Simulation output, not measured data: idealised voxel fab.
process module | voxel fin reveal
cross-section cut | 295 nm wide | cells 5 nm
A cross-section is a grid of square cells, given in bands from the top down. A band is one or more rows of cells.
Each band's line starts with the height of the band's top and of its bottom, in nm. Then come its materials from left to right, each with its width in nm. One material with "throughout" fills the band from edge to edge. "air" is empty space.
Height 0 is the level under which the wafer as received is all one material. The lowest band goes on downwards, as in "0 down".
A width such as "30 to 40" changes by the same amount from each row of cells to the next, from the band's top row to its bottom row.
"no change" after a step means that no cell of the cross-section changed.
closed voids: empty space of 8 cells or more with no open way to the top, each as width x height at its distance from the left edge, in nm
after a step's settings: what the simulator itself notes on the step
overlay nm, on a step with a mask: how far to the right of its planned place the mask lay; to the left if negative
plan
1 op RECEIVE | material Si
2 op CONFORMAL_DEP | material SiN | thk nm 5
3 op PATTERN | tone cover | mask id FINS | material resist | width nm 15 | pitch nm 35 | thk nm 15 | overlay nm 0
4 op DIRECTIONAL_ETCH | etch materials SiN | depth nm 5
5 op DIRECTIONAL_ETCH | etch materials Si | depth nm 35
6 op STRIP | etch materials resist
7 op FILL_DEP | material SiO2 | thk nm 15
8 op CMP | height nm 5
9 op SELECTIVE_ETCH | etch materials SiO2 | depth nm 25
10 op STRIP | etch materials SiN
11 op CONFORMAL_DEP | material HfO2 | thk nm 5
first wafer, as planned
as received, after step 1
  0 down: Si throughout
  closed voids: none
after step 2
  5 to 0: SiN throughout
  below 0: unchanged
after step 3
  20 to 5: air 85 | resist 15 | air 20 | resist 15 | air 20 | resist 15 | air 20 | resist 15 | air 90
  below 5: unchanged
after step 4
  20 to 5: air 85 | resist 15 | air 20 | resist 15 | air 20 | resist 15 | air 20 | resist 15 | air 90
  5 to 0: air 85 | SiN 15 | air 20 | SiN 15 | air 20 | SiN 15 | air 20 | SiN 15 | air 90
  below 0: unchanged
after step 5
  20 to 5: air 85 | resist 15 | air 20 | resist 15 | air 20 | resist 15 | air 20 | resist 15 | air 90
  5 to 0: air 85 | SiN 15 | air 20 | SiN 15 | air 20 | SiN 15 | air 20 | SiN 15 | air 90
  0 to -35: air 85 | Si 15 | air 20 | Si 15 | air 20 | Si 15 | air 20 | Si 15 | air 90
  below -35: unchanged
after step 6
  5 to 0: air 85 | SiN 15 | air 20 | SiN 15 | air 20 | SiN 15 | air 20 | SiN 15 | air 90
  below 0: unchanged
after step 7
  20 to 5: SiO2 throughout
  5 to 0: SiO2 85 | SiN 15 | SiO2 20 | SiN 15 | SiO2 20 | SiN 15 | SiO2 20 | SiN 15 | SiO2 90
  0 to -35: SiO2 85 | Si 15 | SiO2 20 | Si 15 | SiO2 20 | Si 15 | SiO2 20 | Si 15 | SiO2 90
  below -35: unchanged
after step 8
  5 to 0: SiO2 85 | SiN 15 | SiO2 20 | SiN 15 | SiO2 20 | SiN 15 | SiO2 20 | SiN 15 | SiO2 90
  below 0: unchanged
after step 9
  5 to 0: air 85 | SiN 15 | air 20 | SiN 15 | air 20 | SiN 15 | air 20 | SiN 15 | air 90
  0 to -20: air 85 | Si 15 | air 20 | Si 15 | air 20 | Si 15 | air 20 | Si 15 | air 90
  below -20: unchanged
after step 10
  0 to -20: air 85 | Si 15 | air 20 | Si 15 | air 20 | Si 15 | air 20 | Si 15 | air 90
  below -20: unchanged
after step 11
  5 to 0: air 80 | HfO2 25 | air 10 | HfO2 25 | air 10 | HfO2 25 | air 10 | HfO2 25 | air 85
  0 to -15: air 80 | HfO2 5 | Si 15 | HfO2 5 | air 10 | HfO2 5 | Si 15 | HfO2 5 | air 10 | HfO2 5 | Si 15 | HfO2 5 | air 10 | HfO2 5 | Si 15 | HfO2 5 | air 85
  -15 to -20: HfO2 85 | Si 15 | HfO2 20 | Si 15 | HfO2 20 | Si 15 | HfO2 20 | Si 15 | HfO2 90
  below -20: unchanged
second wafer: like start, like plan, one mistake. Through step 6 it matches the first wafer
when step 7 should have ended
  20 to 5: HfO2 throughout
  5 to 0: HfO2 85 | SiN 15 | HfO2 20 | SiN 15 | HfO2 20 | SiN 15 | HfO2 20 | SiN 15 | HfO2 90
  0 to -35: HfO2 85 | Si 15 | HfO2 20 | Si 15 | HfO2 20 | Si 15 | HfO2 20 | Si 15 | HfO2 90
  below -35: unchanged
when step 8 should have ended
  5 to 0: HfO2 85 | SiN 15 | HfO2 20 | SiN 15 | HfO2 20 | SiN 15 | HfO2 20 | SiN 15 | HfO2 90
  below 0: unchanged
when step 9 should have ended: no change
when step 10 should have ended
  5 to 0: HfO2 85 | air 15 | HfO2 20 | air 15 | HfO2 20 | air 15 | HfO2 20 | air 15 | HfO2 90
  below 0: unchanged
when step 11 should have ended
  10 to 5: HfO2 90 | air 5 | HfO2 30 | air 5 | HfO2 30 | air 5 | HfO2 30 | air 5 | HfO2 95
  5 to 0: HfO2 throughout
  below 0: unchanged
what went wrong: step 7 ran as: op FILL_DEP | material HfO2 | thk nm 15
at the end the second wafer has, in cells: 352 more of HfO2 | 141 fewer of SiO2
